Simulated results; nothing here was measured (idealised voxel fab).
Presented below is a process module, voxel air gaps.
cross-section cut | 175 nm wide | cells 5 nm
A cross-section is written here as square cells arranged in a grid, and it is given in bands from the top down, each band taking up one or more rows of cells. Band entry format. Leading values: height of top, height of bottom, nm. Remainder: materials in left-to-right order, each with its width in nm. Special words: "edge to edge" on a single material, which then fills the band edge to edge; "empty", empty space. For the purposes of this specification, 0 denotes the height below which the wafer in its as-received condition is composed wholly of one material, and the lowermost band, lacking a lower limit, extends downward without end, as expressed in "0 and below". The two numbers in a width such as "30 to 40" mark its ends across the band: the first belongs to the top row of cells, the second to the bottom row, and from each row to the next the width moves by the same amount. The cross-section has no changed cell in any step marked "nothing got changed". Entry "Trapped void list" = empty spaces >= 8 cells with no open way to the top; each as width x height at distance, distance from left edge, all nm. Past the settings on a step's line: simulator remark, on that step. On any step carrying a mask, the "overlay nm" setting, if present on the step's line, tells how far right of its planned place the mask lay; negative values point to the left.

Here's what the planned process steps look like:
1. RECEIVE [material Si]
2. CONFORMAL_DEP [material SiO2] [thk nm 15]
3. CONFORMAL_DEP [material SiCN] [thk nm 5]
4. DIRECTIONAL_DEP [material lowk] [thk nm 35]
5. DIRECTIONAL_DEP [material aC] [thk nm 15]
6. PATTERN [tone open] [mask id LINES] [material resist] [width nm 20] [pitch nm 50] [thk nm 35] [overlay nm 0]
7. DIRECTIONAL_ETCH [etch materials aC] [depth nm 15]
8. STRIP [etch materials resist]
9. DIRECTIONAL_ETCH [etch materials lowk] [depth nm 35]
10. STRIP [etch materials aC]
11. CONFORMAL_DEP [material TiN] [thk nm 5]
12. FILL_DEP [material W] [thk nm 10]
13. CMP [height nm 55]
14. EPI [material Ru] [thk nm 10]
15. SELECTIVE_ETCH [etch materials lowk] [depth nm 45]
16. CONFORMAL_DEP [material SiCN] [thk nm 5]

As received (post step 1): cross-section:
	0 and below = Si edge to edge
	Trapped void list: none

Starting wafer: above. Plan: above. Run: one mistake. Cross-section after the module: below:
	70 down to 65 = empty 15 nm | SiCN 45 nm | empty 5 nm | SiCN 45 nm | empty 5 nm | SiCN 45 nm | empty 15 nm
	65 down to 55 = empty 15 nm | SiCN 5 nm | Ru 35 nm | SiCN 5 nm | empty 5 nm | SiCN 5 nm | Ru 35 nm | SiCN 5 nm | empty 5 nm | SiCN 5 nm | Ru 35 nm | SiCN 5 nm | empty 15 nm
	55 down to 50 = empty 15 nm | SiCN 15 nm | TiN 5 nm | W 5 nm | TiN 5 nm | SiCN 15 nm | empty 5 nm | SiCN 15 nm | TiN 5 nm | W 5 nm | TiN 5 nm | SiCN 15 nm | empty 5 nm | SiCN 15 nm | TiN 5 nm | W 5 nm | TiN 5 nm | SiCN 15 nm | empty 15 nm
	50 down to 25 = empty 25 nm | SiCN 5 nm | TiN 5 nm | W 5 nm | TiN 5 nm | SiCN 5 nm | empty 25 nm | SiCN 5 nm | TiN 5 nm | W 5 nm | TiN 5 nm | SiCN 5 nm | empty 25 nm | SiCN 5 nm | TiN 5 nm | W 5 nm | TiN 5 nm | SiCN 5 nm | empty 25 nm
	25 down to 20 = SiCN 30 nm | TiN 15 nm | SiCN 35 nm | TiN 15 nm | SiCN 35 nm | TiN 15 nm | SiCN 30 nm
	20 down to 15 = SiCN edge to edge
	15 down to 0 = SiO2 edge to edge
	0 and below = Si edge to edge
	Trapped void list: none
The plan and the run diverged here: note that step 6 departed from the planned setting and was carried out as PATTERN [tone open] [mask id LINES] [material resist] [width nm 15] [pitch nm 50] [thk nm 35] [overlay nm 0]
